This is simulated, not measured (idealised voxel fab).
The process module presented herein is designated voxel ribs on slabs.
We display cut, a cross-section 250 nm in width whose square cells are each 5 nm.
Bands, listed from the top down, are how a cross-section gets written in this document; the cross-section itself is a grid of square cells, and a band is one or more rows of them.
It is stipulated that each band's entry specify, in nanometres, the height of the top of the band and then that of its bottom, followed by the materials of the band in left-to-right sequence, each together with its width in nanometres. A single material marked by the word "throughout" is understood to fill the band from edge to edge; the word "blank" is understood to denote empty space.
It should be noted that heights are counted from 0, beneath which the wafer as supplied is of one material throughout, and that the lowest band possesses no lower boundary but continues downward, as written in "0..down".
Think of "30..40" as a width that walks from the first number to the second as you go down the band, top row to bottom row, taking equal-sized steps from row to row.
Take "stayed the same" at face value: in the step it is given for, the cross-section changed in none of its cells.
This entry, "Cavities, closed", enumerates those empty regions of no fewer than 8 cells that possess no open connection to the top. Each region is reported in the form width x height at distance, the distance being taken from the left edge, with all three quantities expressed in nm.
Read whatever lies past the settings on a step's line as the simulator's own remark about the step.
overlay nm: how far to the right of its planned place the mask lay on this masked step (negative: to the left).
-- These are the steps we planned for the process
step 1: RECEIVE [material Si]
step 2: DIRECTIONAL_DEP [material SiO2] [thk nm 30]
step 3: DIRECTIONAL_DEP [material SiN] [thk nm 15]
step 4: PATTERN [tone cover] [mask id RIB] [material resist] [width nm 25] [thk nm 15] [overlay nm 0]
step 5: DIRECTIONAL_ETCH [etch materials SiN] [depth nm 5]
step 6: STRIP [etch materials resist]
step 7: MASKED_ETCH [tone cover] [mask id SLAB] [width nm 75] [etch materials SiN] [depth nm 10] [overlay nm 0]
step 8: FILL_DEP [material SiO2] [thk nm 25]
step 9: CMP [height nm 60]
step 10: DIRECTIONAL_DEP [material TiN] [thk nm 10]
step 11: DIRECTIONAL_DEP [material aC] [thk nm 10]
step 12: PATTERN [tone cover] [mask id HEATER] [material resist] [width nm 35] [thk nm 30] [overlay nm 0]
step 13: DIRECTIONAL_ETCH [etch materials aC] [depth nm 10]
step 14: STRIP [etch materials resist]
step 15: DIRECTIONAL_ETCH [etch materials TiN] [depth nm 10]
step 16: STRIP [etch materials aC]
step 17: CONFORMAL_DEP [material SiN] [thk nm 5]
-- Step 1 complete: cross-section of the wafer as received
  0..down | Si throughout
  Cavities, closed: none
-- Figure: cross-sectional view of the wafer upon completion of the module, processed from the initial state and according to the plan depicted above, with one error introduced during execution
  75..70 | 100 of blank / 45 of SiN / 105 of blank
  70..65 | 100 of blank / 5 of SiN / 35 of TiN / 5 of SiN / 105 of blank
  65..60 | 105 of SiN / 35 of TiN / 110 of SiN
  60..15 | SiO2 throughout
  15..0 | SiN throughout
  0..down | Si throughout
  Cavities, closed: none
Where did the run depart from the plan? step 2 ran in the slot meant for step 3, and vice versa
